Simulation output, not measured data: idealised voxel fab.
The following is a process module called voxel released beams.
Cross-section cut spans 255 nm and uses square cells 5 nm in size.
Cross-section, as written here: a square-cell grid given band by band from the top down, where a band holds one or more rows of cells.
A band entry consists of two parts. The first gives the height of the band's top and the height of its bottom, in nm. The rest lists the band's materials from left to right, each with its width in nm. A single material labelled with the word "everywhere" fills the band from edge to edge, and the word "air" marks empty space.
We count height from 0. Below that, the starting wafer is all one material. The lowest band never ends at the bottom but goes on down; see "top 0, no bottom" for how that is written.
With a width like "30->40", each row of cells in the band differs from the next by the same amount, the top row carrying the first number and the bottom row the second.
You'll sometimes find "nothing changed" written for a step, and that's the way of saying that nowhere in the cross-section did a cell change during that step.
Empty spaces counting at least 8 cells and having no open way to the top are listed in "Sealed internal cavities". The notation width x height at distance is used for each, the distance being from the left edge and all three values in nm.
Past the settings on a step's line: simulator remark, on that step.
"overlay nm" answers the question of how far to the right of plan the mask lay on a step that has a mask, and when it is negative the answer is to the left.

# Intended process steps
1: op RECEIVE | material Si
2: op CONFORMAL_DEP | material Al2O3 | thk nm 5
3: op DIRECTIONAL_DEP | material SiO2 | thk nm 20
4: op PATTERN | tone open | mask id ANCHOR | material resist | width nm 25 | thk nm 20 | overlay nm 0
5: op DIRECTIONAL_ETCH | etch materials SiO2 | depth nm 20
6: op STRIP | etch materials resist
7: op CONFORMAL_DEP | material SiN | thk nm 15
8: op MASKED_ETCH | tone cover | mask id BEAM | width nm 120 | etch materials SiN | depth nm 15 | overlay nm 0
9: op STRIP | etch materials SiO2
The plan's step 4 width nm is the first wafer's value; the wafers differ in this setting and start identical.

# As-received state after step 1, first of several wafers, cross-section
    top 0, no bottom: Si everywhere
    Sealed internal cavities: none

# Quick look at the cross-section of the first of several wafers after step 9, which wraps up the module
    top 40, bottom 25: 65 air; 120 SiN; 70 air
    top 25, bottom 5: 75 air; 25 SiN; 155 air
    top 5, bottom 0: Al2O3 everywhere
    top 0, no bottom: Si everywhere
    Sealed internal cavities: none

# Showing the last wafer in cross-section at the end of the module
    top 40, bottom 25: 65 air; 15 SiN; 20 air; 85 SiN; 70 air
    top 25, bottom 20: 65 air; 15 SiN; 20 air; 15 SiN; 140 air
    top 20, bottom 5: 65 air; 50 SiN; 140 air
    top 5, bottom 0: Al2O3 everywhere
    top 0, no bottom: Si everywhere
    Sealed internal cavities: none

# Per wafer (row), end of module: delta in cells per material since receipt, (+) for gained, (-) for lost; closed voids after that
width nm 25 | +51 Al2O3 | +92 SiN | Sealed internal cavities: none
width nm 30 | +51 Al2O3 | +96 SiN | Sealed internal cavities: none
width nm 35 | +51 Al2O3 | +96 SiN | Sealed internal cavities: none
width nm 40 | +51 Al2O3 | +96 SiN | Sealed internal cavities: none
width nm 45 | +51 Al2O3 | +96 SiN | Sealed internal cavities: none
width nm 50 | +51 Al2O3 | +96 SiN | Sealed internal cavities: none
